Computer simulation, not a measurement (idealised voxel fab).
A process module follows: voxel released beams.
The width of the displayed cross-section, cut, is 155 nm; its cells are square, with a size of 5 nm.
Cross-section layout: square cells on a grid; listed as bands, top to bottom; a band spans one or more cell rows.
This entry defines a band. It first specifies the height of the band's top and the height of its bottom in nm, and then specifies the band's materials from left to right, stating each material with its width in nm. The word "everywhere" identifies a single material that fills the band from edge to edge, while the word "empty" identifies empty space.
Note: height 0 marks the level under which the wafer is uniformly one material as received. Lowest band unbounded below, written "0 nm and below".
Graded width ("30->40"): value in top row of band = first number; value in bottom row = second number; row-to-row change constant.
Given "left unchanged" for a step, no cell of the cross-section differs between before and after that step.
"Fully enclosed voids" means: voids of 8 cells or more that are shut off from the top with no open way through. Written width x height at distance, distance from the left edge, in nm.
Anything after a step's settings on that line? It's the simulator's own note about the step.
A step line may carry the setting "overlay nm", which, for steps involving a mask, states the distance by which the mask lay to the right of its intended position; negative values denote displacement to the left.
## The process steps that were planned are listed below
step 1: RECEIVE [material Si]
step 2: CONFORMAL_DEP [material SiN] [thk nm 5]
step 3: DIRECTIONAL_DEP [material SiO2] [thk nm 15]
step 4: MASKED_ETCH [tone open] [mask id ANCHOR] [width nm 35] [etch materials SiO2] [depth nm 15] [overlay nm 0]
step 5: CONFORMAL_DEP [material W] [thk nm 15]
step 6: DIRECTIONAL_DEP [material aC] [thk nm 15]
step 7: PATTERN [tone cover] [mask id BEAM] [material resist] [width nm 90] [thk nm 30] [overlay nm 0]
step 8: DIRECTIONAL_ETCH [etch materials aC] [depth nm 15]
step 9: STRIP [etch materials resist]
step 10: DIRECTIONAL_ETCH [etch materials W] [depth nm 15]
step 11: STRIP [etch materials aC]
step 12: STRIP [etch materials SiO2]
## as received, after step 1
- 0 nm and below = Si everywhere
- Fully enclosed voids: none
## End-of-module cross-section. Starting structure and process plan as above; one mistake made in running it
- 35 nm to 20 nm = 30 nm empty, then 90 nm W, then 35 nm empty
- 20 nm to 15 nm = SiN everywhere
- 15 nm to 0 nm = SiO2 everywhere
- 0 nm and below = Si everywhere
- Fully enclosed voids: none
What was done differently from what was planned? steps 2 and 3 got flipped, so each one ran where the other should have
